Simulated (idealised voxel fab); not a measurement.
You're looking at the process module voxel gate over fins.
Xsec cut, 275 nm wide, square cell size 5 nm.
In this document a cross-section is written as a grid of square cells. It is given as a series of bands, listed from the top down, and a band is one or more rows of cells. The band entry comprises the height of the band's top followed by the height of its bottom, expressed in nm, and subsequently the band's materials from left to right, each stated together with its width in nm. Where a single material is marked with the word "edge to edge", that material fills the band from edge to edge. The word "air" represents empty space. Heights are expressed relative to 0, this being the level below which the as-received wafer comprises one material exclusively. The lowest band is unbounded in the downward direction and is denoted as in "top 0, no bottom". Top row gets the first number, bottom row gets the second, and each row in between changes by the same step: that is how a band width like "30->40" works. "nothing changed" means the step left every cell of the cross-section as it was. Heads up: "Closed-off voids" only lists the empty pockets with no open path to the top that are 8 cells or more, and it writes them as width x height at distance, distance from the left edge, in nm. Heads up: the bit after the settings on a step's line is the simulator's remark on that step. Regarding "overlay nm": on a step with a mask, it is the distance the mask lay to the right of its planned place; a negative value places it to the left.

[Process steps - plan]
1: RECEIVE with material Si
2: CONFORMAL_DEP with material SiN, thk nm 10
3: MASKED_ETCH with tone cover, mask id FINS, width nm 15, pitch nm 35, etch materials SiN, depth nm 10, overlay nm 0
4: MASKED_ETCH with tone cover, mask id FINS, width nm 15, pitch nm 35, etch materials Si, depth nm 40, overlay nm 0
5: FILL_DEP with material SiO2, thk nm 5
6: CMP with height nm 10
7: SELECTIVE_ETCH with etch materials SiO2, depth nm 20
8: STRIP with etch materials SiN
9: CONFORMAL_DEP with material HfO2, thk nm 5
10: CONFORMAL_DEP with material TiN, thk nm 5
11: FILL_DEP with material W, thk nm 10
12: CMP with height nm 15
13: CONFORMAL_DEP with material SiCN, thk nm 10

[As-received wafer cross-section (after step 1)]
	top 0, no bottom | Si edge to edge
	Closed-off voids: none

[First of two wafers at the end of the module, shown in cross-section; run carried out as planned]
	top 25, bottom 15 | SiCN edge to edge
	top 15, bottom 10 | W edge to edge
	top 10, bottom 5 | W 85 nm | TiN 105 nm | W 85 nm
	top 5, bottom 0 | W 85 nm | TiN 5 nm | HfO2 25 nm | TiN 10 nm | HfO2 25 nm | TiN 10 nm | HfO2 25 nm | TiN 5 nm | W 85 nm
	top 0, bottom -5 | TiN 90 nm | HfO2 5 nm | Si 15 nm | HfO2 5 nm | TiN 10 nm | HfO2 5 nm | Si 15 nm | HfO2 5 nm | TiN 10 nm | HfO2 5 nm | Si 15 nm | HfO2 5 nm | TiN 90 nm
	top -5, bottom -10 | HfO2 95 nm | Si 15 nm | HfO2 20 nm | Si 15 nm | HfO2 20 nm | Si 15 nm | HfO2 95 nm
	top -10, bottom -40 | SiO2 95 nm | Si 15 nm | SiO2 20 nm | Si 15 nm | SiO2 20 nm | Si 15 nm | SiO2 95 nm
	top -40, no bottom | Si edge to edge
	Closed-off voids: none

[Second wafer of the two, sectioned at the end of the module. It began like the first and followed the same plan, but one mistake was made while running it]
	top 25, bottom 15 | SiCN edge to edge
	top 15, bottom 10 | W edge to edge
	top 10, bottom 5 | W 85 nm | TiN 105 nm | W 85 nm
	top 5, bottom 0 | W 85 nm | TiN 5 nm | HfO2 25 nm | TiN 10 nm | HfO2 25 nm | TiN 10 nm | HfO2 25 nm | TiN 5 nm | W 85 nm
	top 0, bottom -5 | TiN 90 nm | HfO2 5 nm | Si 15 nm | HfO2 5 nm | TiN 10 nm | HfO2 5 nm | Si 15 nm | HfO2 5 nm | TiN 10 nm | HfO2 5 nm | Si 15 nm | HfO2 5 nm | TiN 90 nm
	top -5, bottom -10 | HfO2 80 nm | TiN 10 nm | HfO2 5 nm | Si 15 nm | HfO2 5 nm | TiN 10 nm | HfO2 5 nm | Si 15 nm | HfO2 5 nm | TiN 10 nm | HfO2 5 nm | Si 15 nm | HfO2 5 nm | TiN 10 nm | HfO2 80 nm
	top -10, bottom -15 | SiO2 75 nm | HfO2 5 nm | TiN 10 nm | HfO2 5 nm | Si 15 nm | HfO2 5 nm | TiN 10 nm | HfO2 5 nm | Si 15 nm | HfO2 5 nm | TiN 10 nm | HfO2 5 nm | Si 15 nm | HfO2 5 nm | TiN 10 nm | HfO2 5 nm | SiO2 75 nm
	top -15, bottom -20 | SiO2 75 nm | HfO2 20 nm | Si 15 nm | HfO2 20 nm | Si 15 nm | HfO2 20 nm | Si 15 nm | HfO2 20 nm | SiO2 75 nm
	top -20, bottom -40 | SiO2 95 nm | Si 15 nm | SiO2 20 nm | Si 15 nm | SiO2 20 nm | Si 15 nm | SiO2 95 nm
	top -40, no bottom | Si edge to edge
	Closed-off voids: none
What was the processing mistake? the processing plan was not followed for steps 7 and 8, which were run with their positions exchanged
At the finish, the second wafer shows more or fewer cells for some materials than the first does: +16 HfO2; -32 SiO2; +16 TiN
